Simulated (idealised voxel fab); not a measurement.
Presented below is a process module, voxel self aligned contacts.
We display cut, a cross-section 175 nm in width whose square cells are each 5 nm.
Format of a cross-section: grid, square cells. Given as bands. Order: top down. Band: one or more rows of cells.
First you get the band's top height and its bottom height, in nm, and then the materials it's made of, left to right, with each width in nm. If you see a single material with "full width", that one covers the band edge to edge. "blank" is empty space.
Ref level 0: as-received wafer is one material below here. Bottom band extends down with no lower bound ("top 0, no bottom").
A width such as "30 to 40" changes by the same amount from each row of cells to the next, from the band's top row to its bottom row.
A step reported as "nothing was modified" is a step in which no cell of the cross-section changed.
Each empty space that has no open way to the top and spans at least 8 cells appears under "Closed cavity list" as width x height at distance, the distance counted from the left edge, all in nm.
Note: text after step settings on the step line = simulator remark on that step.
overlay nm: mask right of planned place by this much (step with mask). Neg. = left.

**Process steps - plan**
step 1: RECEIVE: material Si
step 2: CONFORMAL_DEP: material SiO2, thk nm 5
step 3: DIRECTIONAL_DEP: material polySi, thk nm 25
step 4: DIRECTIONAL_DEP: material SiN, thk nm 15
step 5: DIRECTIONAL_DEP: material aC, thk nm 10
step 6: PATTERN: tone cover, mask id GATE, material resist, width nm 30, pitch nm 55, thk nm 30, overlay nm 0
step 7: DIRECTIONAL_ETCH: etch materials aC, depth nm 10
step 8: STRIP: etch materials resist
step 9: DIRECTIONAL_ETCH: etch materials SiN, depth nm 15
step 10: DIRECTIONAL_ETCH: etch materials polySi, depth nm 25
step 11: STRIP: etch materials aC
step 12: CONFORMAL_DEP: material SiN, thk nm 5
step 13: DIRECTIONAL_ETCH: etch materials SiN, depth nm 5
step 14: FILL_DEP: material SiO2, thk nm 20
step 15: CMP: height nm 55
step 16: MASKED_ETCH: tone open, mask id CONTACT, width nm 35, etch materials SiO2, depth nm 55, overlay nm 0
step 17: CONFORMAL_DEP: material TiN, thk nm 5
step 18: FILL_DEP: material Ru, thk nm 5
step 19: CMP: height nm 55
step 20: CONFORMAL_DEP: material SiCN, thk nm 5

**Here's what the wafer looked like in cross-section when it arrived - that's after step 1**
> top 0, no bottom  Si full width
> Closed cavity list: none

**Cross-section: first of two wafers, module finished, run according to plan**
> top 60, bottom 55  SiCN full width
> top 55, bottom 45  SiO2 (70) / TiN (5 to 15) / Ru (25 to 5) / TiN (5 to 15) / SiO2 (70)
> top 45, bottom 30  SiO2 (40) / SiN (40) / TiN (5) / Ru (5) / TiN (5) / SiN (40) / SiO2 (40)
> top 30, bottom 5  SiO2 (40) / SiN (5) / polySi (30) / SiN (5) / TiN (5) / Ru (5) / TiN (5) / SiN (5) / polySi (30) / SiN (5) / SiO2 (40)
> top 5, bottom 0  SiO2 (80) / TiN (15) / SiO2 (80)
> top 0, no bottom  Si full width
> Closed cavity list: none

**Here's the second of our two wafers sectioned at module end. Same start as the first, same plan, but one mistake got made running it**
> top 60, bottom 55  SiCN full width
> top 55, bottom 45  SiO2 (70) / TiN (5 to 15) / Ru (25 to 5) / TiN (5 to 15) / SiO2 (70)
> top 45, bottom 30  SiO2 (40) / SiN (40) / TiN (5) / Ru (5) / TiN (5) / SiN (40) / SiO2 (40)
> top 30, bottom 15  SiO2 (40) / SiN (5) / polySi (30) / SiN (5) / TiN (5) / Ru (5) / TiN (5) / SiN (5) / polySi (30) / SiN (5) / SiO2 (40)
> top 15, bottom 10  SiO2 (40) / SiN (5) / polySi (30) / SiN (5) / TiN (15) / SiN (5) / polySi (30) / SiN (5) / SiO2 (40)
> top 10, bottom 5  SiN (45) / polySi (30) / SiN (25) / polySi (30) / SiN (45)
> top 5, bottom 0  SiO2 full width
> top 0, no bottom  Si full width
> Closed cavity list: none
Short version of what went wrong: the intended sequence of steps 12 and 13 was reversed during processing, with each occupying the position of the other
End of process, cell counts, second wafer against first, materials with more or fewer: 2 fewer of Ru, 19 more of SiN, 13 fewer of SiO2, 4 fewer of TiN
